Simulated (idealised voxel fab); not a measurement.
process module | voxel capacitor over wiring
cross-section cut | 160 nm wide | cells 5 nm
A cross-section is a grid of square cells, given in bands from the top down. A band is one or more rows of cells.
Each band's line starts with the height of the band's top and of its bottom, in nm. Then come its materials from left to right, each with its width in nm. One material with "throughout" fills the band from edge to edge. "air" is empty space.
Height 0 is the level under which the wafer as received is all one material. The lowest band goes on downwards, as in "0 down".
A width such as "30 to 40" changes by the same amount from each row of cells to the next, from the band's top row to its bottom row.
"no change" after a step means that no cell of the cross-section changed.
closed voids: empty space of 8 cells or more with no open way to the top, each as width x height at its distance from the left edge, in nm
after a step's settings: what the simulator itself notes on the step
overlay nm, on a step with a mask: how far to the right of its planned place the mask lay; to the left if negative
plan
1 op RECEIVE | material Si
2 op CONFORMAL_DEP | material SiO2 | thk nm 10
3 op DIRECTIONAL_DEP | material TiN | thk nm 5
4 op DIRECTIONAL_DEP | material Ru | thk nm 15
5 op PATTERN | tone cover | mask id METAL_1 | material resist | width nm 25 | pitch nm 95 | thk nm 20 | overlay nm 0
6 op DIRECTIONAL_ETCH | etch materials Ru | depth nm 15
7 op DIRECTIONAL_ETCH | etch materials TiN | depth nm 5
8 op STRIP | etch materials resist
9 op CONFORMAL_DEP | material SiCN | thk nm 5
10 op FILL_DEP | material SiO2 | thk nm 5
11 op CMP | height nm 30
12 op CONFORMAL_DEP | material SiCN | thk nm 5
13 op DIRECTIONAL_DEP | material SiO2 | thk nm 15
14 op DIRECTIONAL_DEP | material aC | thk nm 10
15 op PATTERN | tone open | mask id PLUG_1 | material resist | width nm 15 | thk nm 25 | overlay nm 0
16 op DIRECTIONAL_ETCH | etch materials aC | depth nm 10
17 op STRIP | etch materials resist
18 op DIRECTIONAL_ETCH | etch materials SiO2 | depth nm 15
19 op DIRECTIONAL_ETCH | etch materials SiCN | depth nm 5
20 op STRIP | etch materials aC
21 op CONFORMAL_DEP | material TiN | thk nm 5
22 op FILL_DEP | material Cu | thk nm 5
23 op CMP | height nm 50
24 op DIRECTIONAL_DEP | material TiN | thk nm 10
25 op DIRECTIONAL_DEP | material HfO2 | thk nm 5
26 op DIRECTIONAL_DEP | material TiN | thk nm 10
27 op DIRECTIONAL_DEP | material aC | thk nm 10
28 op PATTERN | tone cover | mask id UPPER_PLATE | material resist | width nm 75 | thk nm 30 | overlay nm 0
29 op DIRECTIONAL_ETCH | etch materials aC | depth nm 10
30 op STRIP | etch materials resist
31 op DIRECTIONAL_ETCH | etch materials TiN | depth nm 10
32 op DIRECTIONAL_ETCH | etch materials HfO2 | depth nm 5
33 op STRIP | etch materials aC
34 op DIRECTIONAL_DEP | material aC | thk nm 10
35 op PATTERN | tone cover | mask id LOWER_PLATE | material resist | width nm 85 | thk nm 25 | overlay nm 0
36 op DIRECTIONAL_ETCH | etch materials aC | depth nm 10
37 op STRIP | etch materials resist
38 op DIRECTIONAL_ETCH | etch materials TiN | depth nm 10
39 op STRIP | etch materials aC
40 op FILL_DEP | material SiO2 | thk nm 20
41 op CMP | height nm 90
42 op MASKED_ETCH | tone open | mask id PLUG_2 | width nm 15 | etch materials SiO2 | depth nm 15 | overlay nm 0
43 op CONFORMAL_DEP | material TiN | thk nm 5
44 op FILL_DEP | material Cu | thk nm 5
45 op CMP | height nm 90
46 op CONFORMAL_DEP | material SiN | thk nm 5
as received, after step 1
  0 down: Si throughout
  closed voids: none
a wafer at the end: this start, this plan, one mistake
  95 to 90: SiN throughout
  90 to 80: SiO2 40 | TiN 5 | Cu 5 | TiN 5 | SiO2 105
  80 to 75: SiO2 40 | TiN 15 | SiO2 105
  75 to 65: SiO2 30 | TiN 75 | SiO2 55
  65 to 60: SiO2 30 | HfO2 75 | SiO2 55
  60 to 50: SiO2 25 | TiN 85 | SiO2 50
  50 to 35: SiO2 30 | TiN 5 | Cu 5 | TiN 5 | SiO2 115
  35 to 30: SiCN 30 | TiN 15 | SiCN 115
  30 to 25: SiO2 15 | SiCN 35 | SiO2 60 | SiCN 35 | SiO2 15
  25 to 10: SiO2 15 | SiCN 5 | Ru 25 | SiCN 5 | SiO2 60 | SiCN 5 | Ru 25 | SiCN 5 | SiO2 15
  10 to 5: SiCN 20 | TiN 25 | SiCN 70 | TiN 25 | SiCN 20
  5 to 0: SiO2 throughout
  0 down: Si throughout
  closed voids: none
what went wrong: step 2 ran as: op CONFORMAL_DEP | material SiO2 | thk nm 5
